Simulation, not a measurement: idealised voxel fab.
Herein follows the process module entitled voxel self aligned vias.
Square cells of 5 nm make up the cross-section cut, whose width is 280 nm.
Cross-section spec: square-cell grid; bands listed top down; each band is one or more rows.
Quick guide to a band line: top height, bottom height (nm) up front; then every material left to right with its width in nm. Only one material and it's marked "throughout"? Then it fills the band edge to edge. And "blank" just means empty space.
The reference from which all heights are counted is 0, the level beneath which the as-received wafer is entirely one material; the lowest band, having no lower bound, proceeds downward and is written after the example "0..down".
Think of "30 to 40" as a width that walks from the first number to the second as you go down the band, top row to bottom row, taking equal-sized steps from row to row.
Take "changes: none" at face value: in the step it is given for, the cross-section changed in none of its cells.
"Closed cavity list" specifies each empty space that is not open to the top and that occupies no fewer than 8 cells, using the form width x height at distance, the distance measured from the left edge and all three quantities in nm.
Whatever follows a step's settings on its line is a remark the simulator itself makes about that step.
overlay nm: for a step with a mask, the amount by which the mask lay right of where it was planned; a negative amount means left of it.
The planned process steps are enumerated hereunder
1) RECEIVE (material Si)
2) CONFORMAL_DEP (material SiO2; thk nm 5)
3) CONFORMAL_DEP (material SiCN; thk nm 5)
4) DIRECTIONAL_DEP (material SiO2; thk nm 25)
5) PATTERN (tone open; mask id LINES; material resist; width nm 20; pitch nm 50; thk nm 15; overlay nm 0)
6) DIRECTIONAL_ETCH (etch materials SiO2; depth nm 25)
7) STRIP (etch materials resist)
8) CONFORMAL_DEP (material TiN; thk nm 5)
9) FILL_DEP (material Ru; thk nm 10)
10) CMP (height nm 40)
11) SELECTIVE_ETCH (etch materials W Ru TiN; depth nm 5)
12) FILL_DEP (material SiN; thk nm 10)
13) CMP (height nm 40)
14) DIRECTIONAL_DEP (material SiO2; thk nm 20)
15) MASKED_ETCH (tone open; mask id VIAS; width nm 30; pitch nm 50; etch materials SiO2; depth nm 20; overlay nm 0)
16) MASKED_ETCH (tone open; mask id VIAS; width nm 30; pitch nm 50; etch materials SiN; depth nm 5; overlay nm 0)
17) CONFORMAL_DEP (material TiN; thk nm 5)
18) FILL_DEP (material W; thk nm 10)
19) CMP (height nm 60)
20) CONFORMAL_DEP (material SiCN; thk nm 5)
What sets these wafers apart? The thk nm at step 2. They all start alike, and the plan carries the first wafer's value.
The first of several wafers, as received after step 1, seen in section
	0..down  Si throughout
	Closed cavity list: none
At the end of the module, after its last step, step 20, the first of several wafers appears in cross-section as follows
	65..60  SiCN throughout
	60..40  SiO2=75; TiN=5; W=20; TiN=5; SiO2=20; TiN=5; W=20; TiN=5; SiO2=20; TiN=5; W=20; TiN=5; SiO2=75
	40..35  SiN=75; TiN=30; SiN=20; TiN=30; SiN=20; TiN=30; SiN=75
	35..15  SiO2=80; TiN=5; Ru=10; TiN=5; SiO2=30; TiN=5; Ru=10; TiN=5; SiO2=30; TiN=5; Ru=10; TiN=5; SiO2=80
	15..10  SiO2=80; TiN=20; SiO2=30; TiN=20; SiO2=30; TiN=20; SiO2=80
	10..5  SiCN throughout
	5..0  SiO2 throughout
	0..down  Si throughout
	Closed cavity list: none
Cross-section, module end, final of several wafers
	65..60  SiCN throughout
	60..45  SiO2=75; TiN=5; W=20; TiN=5; SiO2=20; TiN=5; W=20; TiN=5; SiO2=20; TiN=5; W=20; TiN=5; SiO2=75
	45..40  SiO2=75; TiN=10; W=10; TiN=10; SiO2=20; TiN=10; W=10; TiN=10; SiO2=20; TiN=10; W=10; TiN=10; SiO2=75
	40..30  SiO2=80; TiN=20; SiO2=30; TiN=20; SiO2=30; TiN=20; SiO2=80
	30..25  SiCN throughout
	25..0  SiO2 throughout
	0..down  Si throughout
	Closed cavity list: none
Rows = wafers. At module end, each row lists per material the cells gained (+) or lost (-) since the wafer was received, then the closed voids
thk nm 5, +24 Ru, +112 SiCN, +38 SiN, +428 SiO2, +78 TiN, +48 W, Closed cavity list: none
thk nm 10, +18 Ru, +112 SiCN, +484 SiO2, +72 TiN, +42 W, Closed cavity list: none
thk nm 15, +12 Ru, +112 SiCN, +496 SiO2, +66 TiN, +42 W, Closed cavity list: none
thk nm 20, +6 Ru, +112 SiCN, +508 SiO2, +60 TiN, +42 W, Closed cavity list: none
thk nm 25, +112 SiCN, +520 SiO2, +54 TiN, +42 W, Closed cavity list: none
